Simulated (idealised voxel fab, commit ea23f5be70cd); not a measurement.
The name of this process module is voxel spacer lines.
Cross-section cut spans 240 nm and uses square cells 5 nm in size.
Just so we're on the same page, the cross-sections are grids of square cells, and they're listed out in bands top to bottom, each band one or more rows deep. For a band, the entry starts with two heights in nm, that of the top and then that of the bottom, and carries on with the band's materials in order from left to right, each alongside its width in nm; the word "all across" beside a single material means it fills the band edge to edge, and "blank" means empty space. Height 0 is the level under which the wafer as received is all one material. The lowest band goes on downwards, as in "from 0 down". So if you see something like "30..40" for the width, read it as the top row of the band sitting at the first number and the bottom row at the second, with every row in between moving by the same amount as the last. You'll sometimes find "stayed the same" written for a step, and that's the way of saying that nowhere in the cross-section did a cell change during that step. The label "Fully enclosed voids" introduces a list of the empty spaces, 8 cells or larger, that have no open way up to the top; each entry in it reads width x height at distance, where the distance is taken from the left edge and all three are stated in nm. Text after the settings on a step's line: the simulator's own remark on that step. The optional step-line setting "overlay nm" applies to steps with a mask and quantifies how far to the right of its planned location the mask lay, a negative value indicating leftward placement.

Below is the list of planned process steps
1 RECEIVE,material Si
2 CONFORMAL_DEP,material Al2O3,thk nm 5
3 DIRECTIONAL_DEP,material polySi,thk nm 20
4 DIRECTIONAL_DEP,material aC,thk nm 25
5 PATTERN,tone cover,mask id MANDREL,material resist,width nm 15,pitch nm 50,thk nm 30,overlay nm 0
6 DIRECTIONAL_ETCH,etch materials aC,depth nm 25
7 STRIP,etch materials resist
8 CONFORMAL_DEP,material SiO2,thk nm 10
9 DIRECTIONAL_ETCH,etch materials SiO2,depth nm 10
10 STRIP,etch materials aC
11 DIRECTIONAL_ETCH,etch materials polySi,depth nm 20
12 STRIP,etch materials SiO2
13 FILL_DEP,material SiO2,thk nm 10
14 CMP,height nm 25

Here's what the wafer looked like in cross-section when it arrived - that's after step 1
- from 0 down  Si all across
- Fully enclosed voids: none

First wafer at the end, as planned
- from 25 to 5  SiO2 (50) / polySi (10) / SiO2 (15) / polySi (10) / SiO2 (15) / polySi (10) / SiO2 (15) / polySi (10) / SiO2 (15) / polySi (10) / SiO2 (15) / polySi (10) / SiO2 (55)
- from 5 to 0  Al2O3 all across
- from 0 down  Si all across
- Fully enclosed voids: none

Second wafer through the module, sectioned at the end: same beginning and same plan as the first wafer, with one mistake in carrying it out
- from 25 to 5  SiO2 (55) / polySi (10) / SiO2 (15) / polySi (10) / SiO2 (15) / polySi (10) / SiO2 (15) / polySi (10) / SiO2 (15) / polySi (10) / SiO2 (15) / polySi (10) / SiO2 (50)
- from 5 to 0  Al2O3 all across
- from 0 down  Si all across
- Fully enclosed voids: none
Heads up, the wafer didn't run the way we planned it: step 5 ran as: PATTERN,tone cover,mask id MANDREL,material resist,width nm 15,pitch nm 50,thk nm 30,overlay nm 5
When the process is done, the second wafer contains the same cell count of every material as the first wafer, but distributed over other locations.
